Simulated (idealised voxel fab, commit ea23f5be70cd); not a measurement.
process module | voxel transistor to metal
cross-section cut | 155 nm wide | cells 5 nm
A cross-section is a grid of square cells, given in bands from the top down. A band is one or more rows of cells.
Each band's line starts with the height of the band's top and of its bottom, in nm. Then come its materials from left to right, each with its width in nm. One material with "throughout" fills the band from edge to edge. "air" is empty space.
Height 0 is the level under which the wafer as received is all one material. The lowest band goes on downwards, as in "0 down".
A width such as "30 to 40" changes by the same amount from each row of cells to the next, from the band's top row to its bottom row.
"no change" after a step means that no cell of the cross-section changed.
closed voids: empty space of 8 cells or more with no open way to the top, each as width x height at its distance from the left edge, in nm
after a step's settings: what the simulator itself notes on the step
overlay nm, on a step with a mask: how far to the right of its planned place the mask lay; to the left if negative
Each pair below shows a cross-section before one step and the cross-section after it, down to the lowest band that changed. The line under each pair gives the step between them, with its settings. The pairs can come from different runs of this module on the same starting wafer, so a pair continues from the pair above only where its "before" says so.
before
  85 to 80: SiCN throughout
  80 to 60: SiO2 35 | Ru 15 | SiO2 50 | Ru 15 | SiO2 40
  60 to 55: SiO2 35 | TiN 15 | SiO2 50 | TiN 15 | SiO2 40
  55 to 45: SiO2 35 | TiN 5 | W 5 | TiN 5 | SiO2 50 | TiN 5 | W 5 | TiN 5 | SiO2 40
  45 to 30: SiO2 35 | TiN 5 | W 5 | TiN 5 | SiO2 5 | SiN 10 | SiCN 20 | SiN 10 | SiO2 5 | TiN 5 | W 5 | TiN 5 | SiO2 40
  30 to 5: SiO2 35 | TiN 5 | W 5 | TiN 5 | SiO2 5 | SiN 10 | polySi 20 | SiN 10 | SiO2 5 | TiN 5 | W 5 | TiN 5 | SiO2 40
  5 to 0: SiO2 20 | SiN 10 | SiO2 5 | TiN 15 | SiO2 5 | SiN 10 | polySi 20 | SiN 10 | SiO2 5 | TiN 15 | SiO2 5 | SiN 10 | SiO2 25
  0 to -5: SiO2 30 | SiGe 25 | SiO2 40 | SiGe 25 | SiO2 35
  -5 to -30: SiO2 30 | Si 90 | SiO2 35
  -30 down: Si throughout
  closed voids: none
after
  100 to 85: lowk throughout
  below 85: unchanged
  closed voids: none
the step between: op DIRECTIONAL_DEP | material lowk | thk nm 15
before: the cross-section after the pair above
after
  110 to 100: aC throughout
  below 100: unchanged
  closed voids: none
the step between: op DIRECTIONAL_DEP | material aC | thk nm 10
before: the cross-section after the pair above
after
  140 to 110: resist 35 | air 15 | resist 50 | air 15 | resist 40
  below 110: unchanged
  closed voids: none
the step between: op PATTERN | tone open | mask id METAL_2 | material resist | width nm 15 | pitch nm 65 | thk nm 30 | overlay nm 0
before: the cross-section after the pair above
after
  130 to 110: resist 35 | air 15 | resist 50 | air 15 | resist 40
  110 to 100: aC 35 | air 15 | aC 50 | air 15 | aC 40
  below 100: unchanged
  closed voids: none
the step between: op DIRECTIONAL_ETCH | etch materials aC | depth nm 10
before: the cross-section after the pair above
after
  110 to 100: aC 35 | air 15 | aC 50 | air 15 | aC 40
  below 100: unchanged
  closed voids: none
the step between: op STRIP | etch materials resist
before: the cross-section after the pair above
after
  110 to 100: aC 35 | air 15 | aC 50 | air 15 | aC 40
  100 to 85: lowk 35 | air 15 | lowk 50 | air 15 | lowk 40
  below 85: unchanged
  closed voids: none
the step between: op DIRECTIONAL_ETCH | etch materials lowk | depth nm 15
before: the cross-section after the pair above
after
  100 to 85: lowk 35 | air 15 | lowk 50 | air 15 | lowk 40
  below 85: unchanged
  closed voids: none
the step between: op STRIP | etch materials aC
before: the cross-section after the pair above
after
  100 to 85: lowk 35 | air 15 | lowk 50 | air 15 | lowk 40
  85 to 80: SiCN 35 | air 15 | SiCN 50 | air 15 | SiCN 40
  below 80: unchanged
  closed voids: none
the step between: op MASKED_ETCH | tone open | mask id METAL_2_HOLES | width nm 15 | pitch nm 65 | etch materials SiCN | depth nm 5 | overlay nm 0
before: the cross-section after the pair above
after
  105 to 100: TiN 40 | air 5 | TiN 60 | air 5 | TiN 45
  100 to 85: lowk 35 | TiN 5 | air 5 | TiN 5 | lowk 50 | TiN 5 | air 5 | TiN 5 | lowk 40
  85 to 80: SiCN 35 | TiN 15 | SiCN 50 | TiN 15 | SiCN 40
  below 80: unchanged
  closed voids: none
the step between: op CONFORMAL_DEP | material TiN | thk nm 5
before: the cross-section after the pair above
after
  115 to 105: Cu throughout
  105 to 100: TiN 40 | Cu 5 | TiN 60 | Cu 5 | TiN 45
  100 to 85: lowk 35 | TiN 5 | Cu 5 | TiN 5 | lowk 50 | TiN 5 | Cu 5 | TiN 5 | lowk 40
  below 85: unchanged
  closed voids: none
the step between: op FILL_DEP | material Cu | thk nm 10
before: the cross-section after the pair above
after
  110 to 105: Cu throughout
  below 105: unchanged
  closed voids: none
the step between: op CMP | height nm 110
before: the cross-section after the pair above
after
  115 to 110: SiN throughout
  below 110: unchanged
  closed voids: none
the step between: op CONFORMAL_DEP | material SiN | thk nm 5
before
  110 to 95: lowk 35 | air 15 | lowk 50 | air 15 | lowk 40
  95 to 85: lowk throughout
  85 to 80: SiCN throughout
  80 to 60: SiO2 35 | Ru 15 | SiO2 50 | Ru 15 | SiO2 40
  60 to 55: SiO2 35 | TiN 15 | SiO2 50 | TiN 15 | SiO2 40
  55 to 45: SiO2 35 | TiN 5 | W 5 | TiN 5 | SiO2 50 | TiN 5 | W 5 | TiN 5 | SiO2 40
  45 to 30: SiO2 35 | TiN 5 | W 5 | TiN 5 | SiO2 5 | SiN 10 | SiCN 20 | SiN 10 | SiO2 5 | TiN 5 | W 5 | TiN 5 | SiO2 40
  30 to 5: SiO2 35 | TiN 5 | W 5 | TiN 5 | SiO2 5 | SiN 10 | polySi 20 | SiN 10 | SiO2 5 | TiN 5 | W 5 | TiN 5 | SiO2 40
  5 to 0: SiO2 20 | SiN 10 | SiO2 5 | TiN 15 | SiO2 5 | SiN 10 | polySi 20 | SiN 10 | SiO2 5 | TiN 15 | SiO2 5 | SiN 10 | SiO2 25
  0 to -5: SiO2 30 | SiGe 25 | SiO2 40 | SiGe 25 | SiO2 35
  -5 to -30: SiO2 30 | Si 90 | SiO2 35
  -30 down: Si throughout
  closed voids: none
after
  110 to 100: lowk 30 | air 25 | lowk 40 | air 25 | lowk 35
  100 to 85: lowk 35 | air 15 | lowk 50 | air 15 | lowk 40
  below 85: unchanged
  closed voids: none
the step between: op MASKED_ETCH | tone open | mask id METAL_2_HOLES | width nm 25 | pitch nm 65 | etch materials lowk | depth nm 10 | overlay nm 0
before: the cross-section after the pair above
after
  110 to 100: lowk 30 | air 25 | lowk 40 | air 25 | lowk 35
  100 to 85: lowk 35 | air 15 | lowk 50 | air 15 | lowk 40
  85 to 80: SiCN 35 | air 15 | SiCN 50 | air 15 | SiCN 40
  below 80: unchanged
  closed voids: none
the step between: op MASKED_ETCH | tone open | mask id METAL_2_HOLES | width nm 15 | pitch nm 65 | etch materials SiCN | depth nm 5 | overlay nm 0
before: the cross-section after the pair above
after
  115 to 110: TiN 35 | air 15 | TiN 50 | air 15 | TiN 40
  110 to 100: lowk 30 | TiN 5 to 10 | air 15 to 5 | TiN 5 to 10 | lowk 40 | TiN 5 to 10 | air 15 to 5 | TiN 5 to 10 | lowk 35
  100 to 85: lowk 35 | TiN 5 | air 5 | TiN 5 | lowk 50 | TiN 5 | air 5 | TiN 5 | lowk 40
  85 to 80: SiCN 35 | TiN 15 | SiCN 50 | TiN 15 | SiCN 40
  below 80: unchanged
  closed voids: none
the step between: op CONFORMAL_DEP | material TiN | thk nm 5
before: the cross-section after the pair above
after
  125 to 115: Cu throughout
  115 to 110: TiN 35 | Cu 15 | TiN 50 | Cu 15 | TiN 40
  110 to 100: lowk 30 | TiN 5 to 10 | Cu 15 to 5 | TiN 5 to 10 | lowk 40 | TiN 5 to 10 | Cu 15 to 5 | TiN 5 to 10 | lowk 35
  100 to 85: lowk 35 | TiN 5 | Cu 5 | TiN 5 | lowk 50 | TiN 5 | Cu 5 | TiN 5 | lowk 40
  below 85: unchanged
  closed voids: none
the step between: op FILL_DEP | material Cu | thk nm 10
before: the cross-section after the pair above
after
  110 to 100: lowk 30 | TiN 5 to 10 | Cu 15 to 5 | TiN 5 to 10 | lowk 40 | TiN 5 to 10 | Cu 15 to 5 | TiN 5 to 10 | lowk 35
  below 100: unchanged
  closed voids: none
the step between: op CMP | height nm 110
before: the cross-section after the pair above
after
  115 to 110: SiN throughout
  below 110: unchanged
  closed voids: none
the step between: op CONFORMAL_DEP | material SiN | thk nm 5
before
  45 to 35: air 65 | SiCN 20 | air 70
  35 to 30: polySi 20 | air 45 | SiCN 20 | air 45 | polySi 25
  30 to 5: polySi throughout
  5 to 0: SiO2 20 | polySi 110 | SiO2 25
  0 to -5: SiO2 throughout
  -5 to -30: SiO2 30 | Si 90 | SiO2 35
  -30 down: Si throughout
  closed voids: none
after
  45 to 30: air 65 | SiCN 20 | air 70
  30 to 5: air 60 | polySi 25 | air 70
  5 to 0: SiO2 20 | air 40 | polySi 25 | air 45 | SiO2 25
  below 0: unchanged
  closed voids: none
the step between: op MASKED_ETCH | tone cover | mask id GATE | width nm 20 | etch materials polySi | depth nm 40 | overlay nm -5
before: the cross-section after the pair above
after
  55 to 45: air 55 | SiN 40 | air 60
  45 to 40: air 55 | SiN 10 | SiCN 20 | SiN 10 | air 60
  40 to 30: air 50 | SiN 15 | SiCN 20 | SiN 10 | air 60
  30 to 15: air 50 | SiN 10 | polySi 25 | SiN 10 | air 60
  15 to 10: SiN 30 | air 20 | SiN 10 | polySi 25 | SiN 10 | air 25 | SiN 35
  10 to 5: SiN 60 | polySi 25 | SiN 70
  5 to 0: SiO2 20 | SiN 40 | polySi 25 | SiN 45 | SiO2 25
  below 0: unchanged
  closed voids: none
the step between: op CONFORMAL_DEP | material SiN | thk nm 10
before: the cross-section after the pair above
after
  45 to 30: air 55 | SiN 10 | SiCN 20 | SiN 10 | air 60
  30 to 5: air 50 | SiN 10 | polySi 25 | SiN 10 | air 60
  5 to 0: SiO2 20 | SiN 10 | air 20 | SiN 10 | polySi 25 | SiN 10 | air 25 | SiN 10 | SiO2 25
  below 0: unchanged
  closed voids: none
the step between: op DIRECTIONAL_ETCH | etch materials SiN | depth nm 10
before: the cross-section after the pair above
after
  45 to 30: air 55 | SiN 10 | SiCN 20 | SiN 10 | air 60
  30 to 5: air 50 | SiN 10 | polySi 25 | SiN 10 | air 60
  5 to 0: air 20 | SiN 10 | air 20 | SiN 10 | polySi 25 | SiN 10 | air 25 | SiN 10 | air 25
  0 to -5: SiO2 30 | air 20 | SiO2 45 | air 25 | SiO2 35
  below -5: unchanged
  closed voids: none
the step between: op DIRECTIONAL_ETCH | etch materials SiO2 | depth nm 5
before: the cross-section after the pair above
after
  45 to 30: air 55 | SiN 10 | SiCN 20 | SiN 10 | air 60
  30 to 5: air 50 | SiN 10 | polySi 25 | SiN 10 | air 60
  5 to 0: air 20 | SiN 10 | air 20 | SiN 10 | polySi 25 | SiN 10 | air 25 | SiN 10 | air 25
  0 to -5: SiO2 30 | SiGe 20 | SiO2 45 | SiGe 25 | SiO2 35
  below -5: unchanged
  closed voids: none
the step between: op EPI | material SiGe | thk nm 5
before: the cross-section after the pair above
after
  55 to 45: SiO2 throughout
  45 to 30: SiO2 55 | SiN 10 | SiCN 20 | SiN 10 | SiO2 60
  30 to 5: SiO2 50 | SiN 10 | polySi 25 | SiN 10 | SiO2 60
  5 to 0: SiO2 20 | SiN 10 | SiO2 20 | SiN 10 | polySi 25 | SiN 10 | SiO2 25 | SiN 10 | SiO2 25
  below 0: unchanged
  closed voids: none
the step between: op FILL_DEP | material SiO2 | thk nm 10
before: the cross-section after the pair above
after
  45 to 30: SiO2 55 | SiN 10 | SiCN 20 | SiN 10 | SiO2 60
  below 30: unchanged
  closed voids: none
the step between: op CMP | height nm 45
before: the cross-section after the pair above
after
  55 to 45: SiO2 throughout
  below 45: unchanged
  closed voids: none
the step between: op DIRECTIONAL_DEP | material SiO2 | thk nm 10
before: the cross-section after the pair above
after
  75 to 55: resist 35 | air 15 | resist 50 | air 15 | resist 40
  below 55: unchanged
  closed voids: none
the step between: op PATTERN | tone open | mask id CONTACT | material resist | width nm 15 | pitch nm 65 | thk nm 20 | overlay nm 0
before: the cross-section after the pair above
after
  75 to 55: resist 35 | air 15 | resist 50 | air 15 | resist 40
  55 to 45: SiO2 35 | air 15 | SiO2 50 | air 15 | SiO2 40
  45 to 30: SiO2 35 | air 15 | SiO2 5 | SiN 10 | SiCN 20 | SiN 10 | SiO2 5 | air 15 | SiO2 40
  30 to 5: SiO2 35 | air 15 | SiN 10 | polySi 25 | SiN 10 | SiO2 5 | air 15 | SiO2 40
  5 to 0: SiO2 20 | SiN 10 | SiO2 5 | air 15 | SiN 10 | polySi 25 | SiN 10 | SiO2 5 | air 15 | SiO2 5 | SiN 10 | SiO2 25
  below 0: unchanged
  closed voids: none
the step between: op DIRECTIONAL_ETCH | etch materials SiO2 | depth nm 55
before: the cross-section after the pair above
after
  55 to 45: SiO2 35 | air 15 | SiO2 50 | air 15 | SiO2 40
  below 45: unchanged
  closed voids: none
the step between: op STRIP | etch materials resist
before: the cross-section after the pair above
after
  60 to 55: TiN 40 | air 5 | TiN 60 | air 5 | TiN 45
  55 to 45: SiO2 35 | TiN 5 | air 5 | TiN 5 | SiO2 50 | TiN 5 | air 5 | TiN 5 | SiO2 40
  45 to 30: SiO2 35 | TiN 5 | air 5 | TiN 5 | SiO2 5 | SiN 10 | SiCN 20 | SiN 10 | SiO2 5 | TiN 5 | air 5 | TiN 5 | SiO2 40
  30 to 5: SiO2 35 | TiN 5 | air 5 | TiN 5 | SiN 10 | polySi 25 | SiN 10 | SiO2 5 | TiN 5 | air 5 | TiN 5 | SiO2 40
  5 to 0: SiO2 20 | SiN 10 | SiO2 5 | TiN 15 | SiN 10 | polySi 25 | SiN 10 | SiO2 5 | TiN 15 | SiO2 5 | SiN 10 | SiO2 25
  below 0: unchanged
  closed voids: none
the step between: op CONFORMAL_DEP | material TiN | thk nm 5
before: the cross-section after the pair above
after
  65 to 60: W throughout
  60 to 55: TiN 40 | W 5 | TiN 60 | W 5 | TiN 45
  55 to 45: SiO2 35 | TiN 5 | W 5 | TiN 5 | SiO2 50 | TiN 5 | W 5 | TiN 5 | SiO2 40
  45 to 30: SiO2 35 | TiN 5 | W 5 | TiN 5 | SiO2 5 | SiN 10 | SiCN 20 | SiN 10 | SiO2 5 | TiN 5 | W 5 | TiN 5 | SiO2 40
  30 to 5: SiO2 35 | TiN 5 | W 5 | TiN 5 | SiN 10 | polySi 25 | SiN 10 | SiO2 5 | TiN 5 | W 5 | TiN 5 | SiO2 40
  below 5: unchanged
  closed voids: none
the step between: op FILL_DEP | material W | thk nm 5
before: the cross-section after the pair above
after
  55 to 45: SiO2 35 | TiN 5 | W 5 | TiN 5 | SiO2 50 | TiN 5 | W 5 | TiN 5 | SiO2 40
  below 45: unchanged
  closed voids: none
the step between: op CMP | height nm 55
before: the cross-section after the pair above
after
  60 to 55: TiN throughout
  below 55: unchanged
  closed voids: none
the step between: op DIRECTIONAL_DEP | material TiN | thk nm 5
before: the cross-section after the pair above
after
  80 to 60: Ru throughout
  below 60: unchanged
  closed voids: none
the step between: op DIRECTIONAL_DEP | material Ru | thk nm 20
before: the cross-section after the pair above
after
  100 to 80: air 35 | resist 15 | air 50 | resist 15 | air 40
  below 80: unchanged
  closed voids: none
the step between: op PATTERN | tone cover | mask id METAL_1 | material resist | width nm 15 | pitch nm 65 | thk nm 20 | overlay nm 0
before: the cross-section after the pair above
after
  100 to 80: air 35 | resist 15 | air 50 | resist 15 | air 40
  80 to 60: air 35 | Ru 15 | air 50 | Ru 15 | air 40
  below 60: unchanged
  closed voids: none
the step between: op DIRECTIONAL_ETCH | etch materials Ru | depth nm 20
before: the cross-section after the pair above
after
  100 to 80: air 35 | resist 15 | air 50 | resist 15 | air 40
  80 to 60: air 35 | Ru 15 | air 50 | Ru 15 | air 40
  60 to 55: air 35 | TiN 15 | air 50 | TiN 15 | air 40
  below 55: unchanged
  closed voids: none
the step between: op DIRECTIONAL_ETCH | etch materials TiN | depth nm 5
before: the cross-section after the pair above
after
  80 to 60: air 35 | Ru 15 | air 50 | Ru 15 | air 40
  below 60: unchanged
  closed voids: none
the step between: op STRIP | etch materials resist
before: the cross-section after the pair above
after
  90 to 80: SiO2 throughout
  80 to 60: SiO2 35 | Ru 15 | SiO2 50 | Ru 15 | SiO2 40
  60 to 55: SiO2 35 | TiN 15 | SiO2 50 | TiN 15 | SiO2 40
  below 55: unchanged
  closed voids: none
the step between: op FILL_DEP | material SiO2 | thk nm 10
before: the cross-section after the pair above
after
  80 to 60: SiO2 35 | Ru 15 | SiO2 50 | Ru 15 | SiO2 40
  below 60: unchanged
  closed voids: none
the step between: op CMP | height nm 80
before: the cross-section after the pair above
after
  85 to 80: SiCN throughout
  below 80: unchanged
  closed voids: none
the step between: op CONFORMAL_DEP | material SiCN | thk nm 5
before: the cross-section after the pair above
after
  110 to 85: lowk throughout
  below 85: unchanged
  closed voids: none
the step between: op DIRECTIONAL_DEP | material lowk | thk nm 25
before: the cross-section after the pair above
after
  120 to 110: aC throughout
  below 110: unchanged
  closed voids: none
the step between: op DIRECTIONAL_DEP | material aC | thk nm 10
before: the cross-section after the pair above
after
  150 to 120: resist 35 | air 15 | resist 50 | air 15 | resist 40
  below 120: unchanged
  closed voids: none
the step between: op PATTERN | tone open | mask id METAL_2 | material resist | width nm 15 | pitch nm 65 | thk nm 30 | overlay nm 0
before: the cross-section after the pair above
after
  140 to 120: resist 35 | air 15 | resist 50 | air 15 | resist 40
  120 to 110: aC 35 | air 15 | aC 50 | air 15 | aC 40
  below 110: unchanged
  closed voids: none
the step between: op DIRECTIONAL_ETCH | etch materials aC | depth nm 10
before: the cross-section after the pair above
after
  120 to 110: aC 35 | air 15 | aC 50 | air 15 | aC 40
  below 110: unchanged
  closed voids: none
the step between: op STRIP | etch materials resist
before: the cross-section after the pair above
after
  120 to 110: aC 35 | air 15 | aC 50 | air 15 | aC 40
  110 to 95: lowk 35 | air 15 | lowk 50 | air 15 | lowk 40
  below 95: unchanged
  closed voids: none
the step between: op DIRECTIONAL_ETCH | etch materials lowk | depth nm 15
before: the cross-section after the pair above
after
  110 to 95: lowk 35 | air 15 | lowk 50 | air 15 | lowk 40
  below 95: unchanged
  closed voids: none
the step between: op STRIP | etch materials aC
before: the cross-section after the pair above
after
  110 to 85: lowk 35 | air 15 | lowk 50 | air 15 | lowk 40
  below 85: unchanged
  closed voids: none
the step between: op MASKED_ETCH | tone open | mask id METAL_2_HOLES | width nm 15 | pitch nm 65 | etch materials lowk | depth nm 10 | overlay nm 0
before: the cross-section after the pair above
after
  110 to 85: lowk 35 | air 15 | lowk 50 | air 15 | lowk 40
  85 to 80: SiCN 35 | air 15 | SiCN 50 | air 15 | SiCN 40
  below 80: unchanged
  closed voids: none
the step between: op MASKED_ETCH | tone open | mask id METAL_2_HOLES | width nm 15 | pitch nm 65 | etch materials SiCN | depth nm 5 | overlay nm 0
before: the cross-section after the pair above
after
  115 to 110: TiN 40 | air 5 | TiN 60 | air 5 | TiN 45
  110 to 85: lowk 35 | TiN 5 | air 5 | TiN 5 | lowk 50 | TiN 5 | air 5 | TiN 5 | lowk 40
  85 to 80: SiCN 35 | TiN 15 | SiCN 50 | TiN 15 | SiCN 40
  below 80: unchanged
  closed voids: none
the step between: op CONFORMAL_DEP | material TiN | thk nm 5
before: the cross-section after the pair above
after
  125 to 115: Cu throughout
  115 to 110: TiN 40 | Cu 5 | TiN 60 | Cu 5 | TiN 45
  110 to 85: lowk 35 | TiN 5 | Cu 5 | TiN 5 | lowk 50 | TiN 5 | Cu 5 | TiN 5 | lowk 40
  below 85: unchanged
  closed voids: none
the step between: op FILL_DEP | material Cu | thk nm 10
before: the cross-section after the pair above
after
  110 to 85: lowk 35 | TiN 5 | Cu 5 | TiN 5 | lowk 50 | TiN 5 | Cu 5 | TiN 5 | lowk 40
  below 85: unchanged
  closed voids: none
the step between: op CMP | height nm 110
before: the cross-section after the pair above
after
  115 to 110: SiN throughout
  below 110: unchanged
  closed voids: none
the step between: op CONFORMAL_DEP | material SiN | thk nm 5
before
  60 to 55: TiN throughout
  55 to 45: SiO2 35 | TiN 5 | W 5 | TiN 5 | SiO2 50 | TiN 5 | W 5 | TiN 5 | SiO2 40
  45 to 30: SiO2 35 | TiN 5 | W 5 | TiN 5 | SiO2 5 | SiN 10 | SiCN 20 | SiN 10 | SiO2 5 | TiN 5 | W 5 | TiN 5 | SiO2 40
  30 to 5: SiO2 35 | TiN 5 | W 5 | TiN 5 | SiO2 5 | SiN 10 | polySi 20 | SiN 10 | SiO2 5 | TiN 5 | W 5 | TiN 5 | SiO2 40
  5 to 0: SiO2 20 | SiN 10 | SiO2 5 | TiN 15 | SiO2 5 | SiN 10 | polySi 20 | SiN 10 | SiO2 5 | TiN 15 | SiO2 5 | SiN 10 | SiO2 25
  0 to -5: SiO2 30 | SiGe 25 | SiO2 40 | SiGe 25 | SiO2 35
  -5 to -30: SiO2 30 | Si 90 | SiO2 35
  -30 down: Si throughout
  closed voids: none
after
  80 to 55: TiN throughout
  below 55: unchanged
  closed voids: none
the step between: op DIRECTIONAL_DEP | material TiN | thk nm 20
before: the cross-section after the pair above
after
  100 to 80: air 35 | resist 15 | air 50 | resist 15 | air 40
  below 80: unchanged
  closed voids: none
the step between: op PATTERN | tone cover | mask id METAL_1 | material resist | width nm 15 | pitch nm 65 | thk nm 20 | overlay nm 0
before: the cross-section after the pair above
after
  100 to 80: air 35 | resist 15 | air 50 | resist 15 | air 40
  80 to 75: air 35 | TiN 15 | air 50 | TiN 15 | air 40
  below 75: unchanged
  closed voids: none
the step between: op DIRECTIONAL_ETCH | etch materials TiN | depth nm 5
before: the cross-section after the pair above
after
  80 to 75: air 35 | TiN 15 | air 50 | TiN 15 | air 40
  below 75: unchanged
  closed voids: none
the step between: op STRIP | etch materials resist
before: the cross-section after the pair above
after
  90 to 80: SiO2 throughout
  80 to 75: SiO2 35 | TiN 15 | SiO2 50 | TiN 15 | SiO2 40
  below 75: unchanged
  closed voids: none
the step between: op FILL_DEP | material SiO2 | thk nm 10
before: the cross-section after the pair above
after
  80 to 75: SiO2 35 | TiN 15 | SiO2 50 | TiN 15 | SiO2 40
  below 75: unchanged
  closed voids: none
the step between: op CMP | height nm 80
before: the cross-section after the pair above
after
  85 to 80: SiCN throughout
  below 80: unchanged
  closed voids: none
the step between: op CONFORMAL_DEP | material SiCN | thk nm 5
before: the cross-section after the pair above
after
  110 to 85: lowk throughout
  below 85: unchanged
  closed voids: none
the step between: op DIRECTIONAL_DEP | material lowk | thk nm 25
before: the cross-section after the pair above
after
  120 to 110: aC throughout
  below 110: unchanged
  closed voids: none
the step between: op DIRECTIONAL_DEP | material aC | thk nm 10
before: the cross-section after the pair above
after
  150 to 120: resist 35 | air 15 | resist 50 | air 15 | resist 40
  below 120: unchanged
  closed voids: none
the step between: op PATTERN | tone open | mask id METAL_2 | material resist | width nm 15 | pitch nm 65 | thk nm 30 | overlay nm 0
before: the cross-section after the pair above
after
  140 to 120: resist 35 | air 15 | resist 50 | air 15 | resist 40
  120 to 110: aC 35 | air 15 | aC 50 | air 15 | aC 40
  below 110: unchanged
  closed voids: none
the step between: op DIRECTIONAL_ETCH | etch materials aC | depth nm 10
before: the cross-section after the pair above
after
  120 to 110: aC 35 | air 15 | aC 50 | air 15 | aC 40
  below 110: unchanged
  closed voids: none
the step between: op STRIP | etch materials resist
before: the cross-section after the pair above
after
  120 to 110: aC 35 | air 15 | aC 50 | air 15 | aC 40
  110 to 95: lowk 35 | air 15 | lowk 50 | air 15 | lowk 40
  below 95: unchanged
  closed voids: none
the step between: op DIRECTIONAL_ETCH | etch materials lowk | depth nm 15
before: the cross-section after the pair above
after
  110 to 95: lowk 35 | air 15 | lowk 50 | air 15 | lowk 40
  below 95: unchanged
  closed voids: none
the step between: op STRIP | etch materials aC
before: the cross-section after the pair above
after
  110 to 85: lowk 35 | air 15 | lowk 50 | air 15 | lowk 40
  below 85: unchanged
  closed voids: none
the step between: op MASKED_ETCH | tone open | mask id METAL_2_HOLES | width nm 15 | pitch nm 65 | etch materials lowk | depth nm 10 | overlay nm 0
before: the cross-section after the pair above
after
  110 to 85: lowk 35 | air 15 | lowk 50 | air 15 | lowk 40
  85 to 80: SiCN 35 | air 15 | SiCN 50 | air 15 | SiCN 40
  below 80: unchanged
  closed voids: none
the step between: op MASKED_ETCH | tone open | mask id METAL_2_HOLES | width nm 15 | pitch nm 65 | etch materials SiCN | depth nm 5 | overlay nm 0
before: the cross-section after the pair above
after
  115 to 110: TiN 40 | air 5 | TiN 60 | air 5 | TiN 45
  110 to 85: lowk 35 | TiN 5 | air 5 | TiN 5 | lowk 50 | TiN 5 | air 5 | TiN 5 | lowk 40
  85 to 80: SiCN 35 | TiN 15 | SiCN 50 | TiN 15 | SiCN 40
  below 80: unchanged
  closed voids: none
the step between: op CONFORMAL_DEP | material TiN | thk nm 5
before: the cross-section after the pair above
after
  125 to 115: Cu throughout
  115 to 110: TiN 40 | Cu 5 | TiN 60 | Cu 5 | TiN 45
  110 to 85: lowk 35 | TiN 5 | Cu 5 | TiN 5 | lowk 50 | TiN 5 | Cu 5 | TiN 5 | lowk 40
  below 85: unchanged
  closed voids: none
the step between: op FILL_DEP | material Cu | thk nm 10
before: the cross-section after the pair above
after
  110 to 85: lowk 35 | TiN 5 | Cu 5 | TiN 5 | lowk 50 | TiN 5 | Cu 5 | TiN 5 | lowk 40
  below 85: unchanged
  closed voids: none
the step between: op CMP | height nm 110
before: the cross-section after the pair above
after
  115 to 110: SiN throughout
  below 110: unchanged
  closed voids: none
the step between: op CONFORMAL_DEP | material SiN | thk nm 5
before
  80 to 60: Ru throughout
  60 to 55: TiN throughout
  55 to 45: SiO2 35 | TiN 5 | W 5 | TiN 5 | SiO2 50 | TiN 5 | W 5 | TiN 5 | SiO2 40
  45 to 30: SiO2 35 | TiN 5 | W 5 | TiN 5 | SiO2 5 | SiN 10 | SiCN 20 | SiN 10 | SiO2 5 | TiN 5 | W 5 | TiN 5 | SiO2 40
  30 to 5: SiO2 35 | TiN 5 | W 5 | TiN 5 | SiO2 5 | SiN 10 | polySi 20 | SiN 10 | SiO2 5 | TiN 5 | W 5 | TiN 5 | SiO2 40
  5 to 0: SiO2 20 | SiN 10 | SiO2 5 | TiN 15 | SiO2 5 | SiN 10 | polySi 20 | SiN 10 | SiO2 5 | TiN 15 | SiO2 5 | SiN 10 | SiO2 25
  0 to -5: SiO2 30 | SiGe 25 | SiO2 40 | SiGe 25 | SiO2 35
  -5 to -30: SiO2 30 | Si 90 | SiO2 35
  -30 down: Si throughout
  closed voids: none
after
  100 to 80: resist 35 | air 15 | resist 50 | air 15 | resist 40
  below 80: unchanged
  closed voids: none
the step between: op PATTERN | tone open | mask id METAL_1 | material resist | width nm 15 | pitch nm 65 | thk nm 20 | overlay nm 0
before: the cross-section after the pair above
after
  100 to 80: resist 35 | air 15 | resist 50 | air 15 | resist 40
  80 to 60: Ru 35 | air 15 | Ru 50 | air 15 | Ru 40
  below 60: unchanged
  closed voids: none
the step between: op DIRECTIONAL_ETCH | etch materials Ru | depth nm 20
before: the cross-section after the pair above
after
  100 to 80: resist 35 | air 15 | resist 50 | air 15 | resist 40
  80 to 60: Ru 35 | air 15 | Ru 50 | air 15 | Ru 40
  60 to 55: TiN 35 | air 15 | TiN 50 | air 15 | TiN 40
  below 55: unchanged
  closed voids: none
the step between: op DIRECTIONAL_ETCH | etch materials TiN | depth nm 5
before: the cross-section after the pair above
after
  80 to 60: Ru 35 | air 15 | Ru 50 | air 15 | Ru 40
  below 60: unchanged
  closed voids: none
the step between: op STRIP | etch materials resist
before: the cross-section after the pair above
after
  90 to 80: SiO2 throughout
  80 to 60: Ru 35 | SiO2 15 | Ru 50 | SiO2 15 | Ru 40
  60 to 55: TiN 35 | SiO2 15 | TiN 50 | SiO2 15 | TiN 40
  below 55: unchanged
  closed voids: none
the step between: op FILL_DEP | material SiO2 | thk nm 10
before: the cross-section after the pair above
after
  80 to 60: Ru 35 | SiO2 15 | Ru 50 | SiO2 15 | Ru 40
  below 60: unchanged
  closed voids: none
the step between: op CMP | height nm 80
before: the cross-section after the pair above
after
  85 to 80: SiCN throughout
  below 80: unchanged
  closed voids: none
the step between: op CONFORMAL_DEP | material SiCN | thk nm 5
before: the cross-section after the pair above
after
  110 to 85: lowk throughout
  below 85: unchanged
  closed voids: none
the step between: op DIRECTIONAL_DEP | material lowk | thk nm 25
before: the cross-section after the pair above
after
  120 to 110: aC throughout
  below 110: unchanged
  closed voids: none
the step between: op DIRECTIONAL_DEP | material aC | thk nm 10
before: the cross-section after the pair above
after
  150 to 120: resist 35 | air 15 | resist 50 | air 15 | resist 40
  below 120: unchanged
  closed voids: none
the step between: op PATTERN | tone open | mask id METAL_2 | material resist | width nm 15 | pitch nm 65 | thk nm 30 | overlay nm 0
before: the cross-section after the pair above
after
  140 to 120: resist 35 | air 15 | resist 50 | air 15 | resist 40
  120 to 110: aC 35 | air 15 | aC 50 | air 15 | aC 40
  below 110: unchanged
  closed voids: none
the step between: op DIRECTIONAL_ETCH | etch materials aC | depth nm 10
before: the cross-section after the pair above
after
  120 to 110: aC 35 | air 15 | aC 50 | air 15 | aC 40
  below 110: unchanged
  closed voids: none
the step between: op STRIP | etch materials resist
before: the cross-section after the pair above
after
  120 to 110: aC 35 | air 15 | aC 50 | air 15 | aC 40
  110 to 95: lowk 35 | air 15 | lowk 50 | air 15 | lowk 40
  below 95: unchanged
  closed voids: none
the step between: op DIRECTIONAL_ETCH | etch materials lowk | depth nm 15
before: the cross-section after the pair above
after
  110 to 95: lowk 35 | air 15 | lowk 50 | air 15 | lowk 40
  below 95: unchanged
  closed voids: none
the step between: op STRIP | etch materials aC
before: the cross-section after the pair above
after
  110 to 85: lowk 35 | air 15 | lowk 50 | air 15 | lowk 40
  below 85: unchanged
  closed voids: none
the step between: op MASKED_ETCH | tone open | mask id METAL_2_HOLES | width nm 15 | pitch nm 65 | etch materials lowk | depth nm 10 | overlay nm 0
